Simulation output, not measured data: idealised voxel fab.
The following process module bears the name voxel released beams.
Square cells of 5 nm make up the cross-section cut, whose width is 215 nm.
When this document writes out a cross-section, it uses a grid of square cells and lists it as bands, beginning at the top and moving down, with a band standing for one or more rows of cells.
Heights first: top, then bottom, in nm. Then materials, left to right, each with a width in nm. "full width" on a single material: fills the band edge to edge. "air": empty space.
Counting heights begins at 0, where everything beneath is, in the wafer as received, one material. The lowest band has no bottom; it goes on downwards, as "0 nm and below" shows.
The notation "30..40" denotes a width that varies across the rows of cells in the band, beginning at the first number in the top row, finishing at the second number in the bottom row, and changing by an identical amount from each row to the next.
The designation "nothing changed", where it is given for a processing step, indicates that no cell of the cross-section was altered in the course of that step.
Any empty space of 8 cells or more lacking an open way to the top shows up in "Enclosed void list" as width x height at distance, distance from the left edge, in nm.
That trailing text on a step's line, after the settings, is the simulator's own remark on the step.
The optional step-line setting "overlay nm" applies to steps with a mask and quantifies how far to the right of its planned location the mask lay, a negative value indicating leftward placement.

STEPS IN THE PROCESS PLAN
1. RECEIVE | material Si
2. CONFORMAL_DEP | material SiN | thk nm 10
3. DIRECTIONAL_DEP | material SiO2 | thk nm 10
4. DIRECTIONAL_DEP | material aC | thk nm 10
5. PATTERN | tone open | mask id ANCHOR | material resist | width nm 35 | thk nm 25 | overlay nm 0
6. DIRECTIONAL_ETCH | etch materials aC | depth nm 10
7. STRIP | etch materials resist
8. DIRECTIONAL_ETCH | etch materials SiO2 | depth nm 10
9. STRIP | etch materials aC
10. CONFORMAL_DEP | material polySi | thk nm 15
11. DIRECTIONAL_DEP | material aC | thk nm 10
12. PATTERN | tone cover | mask id BEAM | material resist | width nm 95 | thk nm 30 | overlay nm 0
13. DIRECTIONAL_ETCH | etch materials aC | depth nm 10
14. STRIP | etch materials resist
15. DIRECTIONAL_ETCH | etch materials polySi | depth nm 15
16. STRIP | etch materials aC
17. STRIP | etch materials SiO2
It is noted that the wafers described herein are identical at the outset and are distinguished by the width nm of step 12; the value stated in the plan corresponds to the first wafer.

AS-RECEIVED STATE AFTER STEP 1, FIRST OF SEVERAL WAFERS, CROSS-SECTION
> 0 nm and below | Si full width
> Enclosed void list: none

PER-WAFER ROWS BELOW. FOR EACH MATERIAL: CELLS GAINED (+) OR LOST (-) SINCE THE WAFER WAS RECEIVED, AS OF END OF MODULE. THEN: CLOSED VOIDS
width nm 95 | +86 SiN | +69 polySi | Enclosed void list: none
width nm 100 | +86 SiN | +72 polySi | Enclosed void list: none
width nm 105 | +86 SiN | +75 polySi | Enclosed void list: none
width nm 110 | +86 SiN | +78 polySi | Enclosed void list: none
width nm 115 | +86 SiN | +81 polySi | Enclosed void list: none
width nm 120 | +86 SiN | +84 polySi | Enclosed void list: none
